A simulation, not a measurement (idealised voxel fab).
Process module under the name voxel air gaps
260 nm wide, 5 nm square cells: that's cross-section cut.
Cross-section = grid of square cells, listed top down in bands; band = one or more rows.
Band entry format. Leading values: height of top, height of bottom, nm. Remainder: materials in left-to-right order, each with its width in nm. Special words: "throughout" on a single material, which then fills the band edge to edge; "empty", empty space.
Height reference: 0 = level under which incoming wafer is all one material. Lowest band: no bottom, runs on downward, e.g. "top 0, no bottom".
A two-number width, for instance "30 to 40", indicates that the width is equal to the first number in the top row of the band and to the second number in the bottom row, and that it changes by a constant amount per row of cells.
"stayed the same" for a step: no cell of the cross-section changed in that step.
Under "Closed void roster" you'll find the enclosed gaps, the ones with no way out to the top, that are 8 cells or bigger; each reads width x height at distance, with distance counted from the left edge, everything in nm.
Post-settings text on a step line: simulator's own remark regarding the step.
For masked steps, "overlay nm" on the step line gives how far right of plan the mask actually lay; a minus sign means it lay to the left.

These are the steps we planned for the process:
1: RECEIVE (material Si)
2: CONFORMAL_DEP (material SiO2; thk nm 15)
3: CONFORMAL_DEP (material SiCN; thk nm 5)
4: DIRECTIONAL_DEP (material SiO2; thk nm 40)
5: PATTERN (tone open; mask id LINES; material resist; width nm 20; pitch nm 45; thk nm 20; overlay nm 0)
6: DIRECTIONAL_ETCH (etch materials SiO2; depth nm 40)
7: STRIP (etch materials resist)
8: CONFORMAL_DEP (material TiN; thk nm 5)
9: FILL_DEP (material Ru; thk nm 5)
10: CMP (height nm 60)
11: EPI (material Ru; thk nm 10)
12: SELECTIVE_ETCH (etch materials SiO2; depth nm 50)
13: CONFORMAL_DEP (material SiCN; thk nm 5)

Cross-section of the wafer upon arrival, representing the state reached after step 1:
	top 0, no bottom  Si throughout
	Closed void roster: none

Run as planned - first of the two wafers cross-sectioned at the end of the module:
	top 75, bottom 70  35 nm empty | 185 nm SiCN | 40 nm empty
	top 70, bottom 60  35 nm empty | 5 nm SiCN | 40 nm Ru | 5 nm SiCN | 40 nm Ru | 5 nm SiCN | 40 nm Ru | 5 nm SiCN | 40 nm Ru | 5 nm SiCN | 40 nm empty
	top 60, bottom 55  35 nm empty | 15 nm SiCN | 5 nm TiN | 10 nm Ru | 5 nm TiN | 25 nm SiCN | 5 nm TiN | 10 nm Ru | 5 nm TiN | 25 nm SiCN | 5 nm TiN | 10 nm Ru | 5 nm TiN | 25 nm SiCN | 5 nm TiN | 10 nm Ru | 5 nm TiN | 15 nm SiCN | 40 nm empty
	top 55, bottom 25  45 nm empty | 5 nm SiCN | 5 nm TiN | 10 nm Ru | 5 nm TiN | 5 nm SiCN | 15 nm empty | 5 nm SiCN | 5 nm TiN | 10 nm Ru | 5 nm TiN | 5 nm SiCN | 15 nm empty | 5 nm SiCN | 5 nm TiN | 10 nm Ru | 5 nm TiN | 5 nm SiCN | 15 nm empty | 5 nm SiCN | 5 nm TiN | 10 nm Ru | 5 nm TiN | 5 nm SiCN | 50 nm empty
	top 25, bottom 20  50 nm SiCN | 20 nm TiN | 25 nm SiCN | 20 nm TiN | 25 nm SiCN | 20 nm TiN | 25 nm SiCN | 20 nm TiN | 55 nm SiCN
	top 20, bottom 15  SiCN throughout
	top 15, bottom 0  SiO2 throughout
	top 0, no bottom  Si throughout
	Closed void roster: 15 x 30 at 75; 15 x 30 at 120; 15 x 30 at 165

The second wafer, shown in cross-section after the module: started the same way as the first and given the same plan, yet one mistake crept into how it was run:
	top 75, bottom 70  40 nm empty | 185 nm SiCN | 35 nm empty
	top 70, bottom 60  40 nm empty | 5 nm SiCN | 40 nm Ru | 5 nm SiCN | 40 nm Ru | 5 nm SiCN | 40 nm Ru | 5 nm SiCN | 40 nm Ru | 5 nm SiCN | 35 nm empty
	top 60, bottom 55  40 nm empty | 15 nm SiCN | 5 nm TiN | 10 nm Ru | 5 nm TiN | 25 nm SiCN | 5 nm TiN | 10 nm Ru | 5 nm TiN | 25 nm SiCN | 5 nm TiN | 10 nm Ru | 5 nm TiN | 25 nm SiCN | 5 nm TiN | 10 nm Ru | 5 nm TiN | 15 nm SiCN | 35 nm empty
	top 55, bottom 25  50 nm empty | 5 nm SiCN | 5 nm TiN | 10 nm Ru | 5 nm TiN | 5 nm SiCN | 15 nm empty | 5 nm SiCN | 5 nm TiN | 10 nm Ru | 5 nm TiN | 5 nm SiCN | 15 nm empty | 5 nm SiCN | 5 nm TiN | 10 nm Ru | 5 nm TiN | 5 nm SiCN | 15 nm empty | 5 nm SiCN | 5 nm TiN | 10 nm Ru | 5 nm TiN | 5 nm SiCN | 45 nm empty
	top 25, bottom 20  55 nm SiCN | 20 nm TiN | 25 nm SiCN | 20 nm TiN | 25 nm SiCN | 20 nm TiN | 25 nm SiCN | 20 nm TiN | 50 nm SiCN
	top 20, bottom 15  SiCN throughout
	top 15, bottom 0  SiO2 throughout
	top 0, no bottom  Si throughout
	Closed void roster: 15 x 30 at 80; 15 x 30 at 125; 15 x 30 at 170
Plan not followed: step 5 did not use the planned setting and instead ran as PATTERN (tone open; mask id LINES; material resist; width nm 20; pitch nm 45; thk nm 20; overlay nm 5)
Comparing end states, the material composition by cell count is preserved from the first wafer to the second, while the locations of the cells are not.
